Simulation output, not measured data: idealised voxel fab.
process module | voxel transistor to metal
cross-section cut | 300 nm wide | cells 5 nm
A cross-section is a grid of square cells, given in bands from the top down. A band is one or more rows of cells.
Each band's line starts with the height of the band's top and of its bottom, in nm. Then come its materials from left to right, each with its width in nm. One material with "throughout" fills the band from edge to edge. "air" is empty space.
Height 0 is the level under which the wafer as received is all one material. The lowest band goes on downwards, as in "0 down".
A width such as "30 to 40" changes by the same amount from each row of cells to the next, from the band's top row to its bottom row.
"no change" after a step means that no cell of the cross-section changed.
closed voids: empty space of 8 cells or more with no open way to the top, each as width x height at its distance from the left edge, in nm
after a step's settings: what the simulator itself notes on the step
overlay nm, on a step with a mask: how far to the right of its planned place the mask lay; to the left if negative
plan
1 op RECEIVE | material Si
2 op OXIDIZE | depth nm 5
3 op CONFORMAL_DEP | material SiN | thk nm 10
4 op MASKED_ETCH | tone cover | mask id ACTIVE | width nm 105 | pitch nm 130 | etch materials SiN | depth nm 10 | overlay nm 0
5 op MASKED_ETCH | tone cover | mask id ACTIVE | width nm 105 | pitch nm 130 | etch materials SiO2 | depth nm 5 | overlay nm 0
6 op MASKED_ETCH | tone cover | mask id ACTIVE | width nm 105 | pitch nm 130 | etch materials Si | depth nm 30 | overlay nm 0
7 op FILL_DEP | material SiO2 | thk nm 15
8 op CMP | height nm 10
9 op SELECTIVE_ETCH | etch materials SiO2 | depth nm 5
10 op STRIP | etch materials SiN
11 op SELECTIVE_ETCH | etch materials SiO2 | depth nm 5
12 op OXIDIZE | depth nm 5
13 op DIRECTIONAL_DEP | material polySi | thk nm 30
14 op DIRECTIONAL_DEP | material SiCN | thk nm 15
15 op MASKED_ETCH | tone cover | mask id GATE | width nm 15 | pitch nm 130 | etch materials SiCN | depth nm 25 | overlay nm 0
16 op MASKED_ETCH | tone cover | mask id GATE | width nm 15 | pitch nm 130 | etch materials polySi | depth nm 40 | overlay nm 0
17 op CONFORMAL_DEP | material SiN | thk nm 10
18 op DIRECTIONAL_ETCH | etch materials SiN | depth nm 10
19 op DIRECTIONAL_ETCH | etch materials SiO2 | depth nm 5
20 op EPI | material SiGe | thk nm 5
21 op FILL_DEP | material SiO2 | thk nm 5
22 op CMP | height nm 40
23 op DIRECTIONAL_DEP | material SiO2 | thk nm 10
24 op DIRECTIONAL_DEP | material aC | thk nm 10
25 op PATTERN | tone open | mask id CONTACT | material resist | width nm 30 | thk nm 25 | overlay nm 0
26 op DIRECTIONAL_ETCH | etch materials aC | depth nm 10
27 op STRIP | etch materials resist
28 op DIRECTIONAL_ETCH | etch materials SiO2 | depth nm 55
29 op STRIP | etch materials aC
30 op CONFORMAL_DEP | material TiN | thk nm 5
31 op FILL_DEP | material W | thk nm 5
32 op CMP | height nm 50
33 op CONFORMAL_DEP | material SiN | thk nm 5
34 op DIRECTIONAL_DEP | material lowk | thk nm 25
35 op DIRECTIONAL_DEP | material aC | thk nm 15
36 op PATTERN | tone open | mask id METAL_1 | material resist | width nm 20 | pitch nm 65 | thk nm 35 | overlay nm 0
37 op DIRECTIONAL_ETCH | etch materials aC | depth nm 15
38 op STRIP | etch materials resist
39 op DIRECTIONAL_ETCH | etch materials lowk | depth nm 25
40 op DIRECTIONAL_ETCH | etch materials SiN | depth nm 5
41 op STRIP | etch materials aC
42 op CONFORMAL_DEP | material TiN | thk nm 5
43 op FILL_DEP | material Ru | thk nm 10
44 op CMP | height nm 80
45 op EPI | material Ru | thk nm 5
46 op FILL_DEP | material SiCN | thk nm 5
as received, after step 1
  0 down: Si throughout
  closed voids: none
a wafer at the end: this start, this plan, one mistake
  90 to 85: SiCN throughout
  85 to 80: SiCN 35 | Ru 30 | SiCN 35 | Ru 30 | SiCN 35 | Ru 30 | SiCN 35 | Ru 30 | SiCN 40
  80 to 55: lowk 40 | TiN 5 | Ru 10 | TiN 5 | lowk 45 | TiN 5 | Ru 10 | TiN 5 | lowk 45 | TiN 5 | Ru 10 | TiN 5 | lowk 45 | TiN 5 | Ru 10 | TiN 5 | lowk 45
  55 to 50: SiN 40 | TiN 20 | SiN 45 | TiN 20 | SiN 45 | TiN 20 | SiN 45 | TiN 20 | SiN 45
  50 to 40: SiO2 30 | TiN 5 | W 20 | TiN 5 | SiO2 25 | TiN 5 to 20 | W 20 to 5 | TiN 5 | SiO2 45 | TiN 5 | W 20 | TiN 5 | SiO2 25 | TiN 5 to 20 | W 20 to 5 | TiN 5 | SiO2 55
  40 to 25: SiO2 30 | TiN 5 | W 20 | TiN 5 | SiO2 5 | SiN 10 | SiCN 15 | SiN 10 | TiN 5 | W 5 | TiN 5 | SiO2 45 | TiN 5 | W 20 | TiN 5 | SiO2 5 | SiN 10 | SiCN 15 | SiN 10 | TiN 5 | W 5 | TiN 5 | SiO2 55
  25 to 5: SiO2 30 | TiN 5 | W 20 | TiN 5 | SiO2 5 | SiN 10 | polySi 15 | SiN 10 | TiN 5 | W 5 | TiN 5 | SiO2 45 | TiN 5 | W 20 | TiN 5 | SiO2 5 | SiN 10 | polySi 15 | SiN 10 | TiN 5 | W 5 | TiN 5 | SiO2 55
  5 to 0: SiO2 30 | TiN 10 | W 15 | TiN 5 | SiO2 5 | SiN 10 | polySi 15 | SiN 10 | TiN 5 | W 5 | TiN 5 | SiO2 45 | TiN 10 | W 15 | TiN 5 | SiO2 5 | SiN 10 | polySi 15 | SiN 10 | TiN 5 | W 5 | TiN 5 | SiO2 55
  0 to -5: SiO2 25 | SiN 10 | TiN 25 | SiO2 5 | SiN 10 | polySi 15 | SiN 10 | TiN 15 | SiO2 15 | SiN 10 | SiO2 15 | SiN 10 | TiN 25 | SiO2 5 | SiN 10 | polySi 15 | SiN 10 | TiN 15 | SiO2 15 | SiN 10 | SiO2 30
  -5 to -10: SiO2 35 | SiGe 30 | SiO2 35 | SiGe 30 | SiO2 35 | SiGe 30 | SiO2 35 | SiGe 30 | SiO2 40
  -10 to -35: SiO2 30 | Si 105 | SiO2 25 | Si 105 | SiO2 35
  -35 down: Si throughout
  closed voids: none
what went wrong: step 25 ran as: op PATTERN | tone open | mask id CONTACT | material resist | width nm 30 | thk nm 25 | overlay nm -10
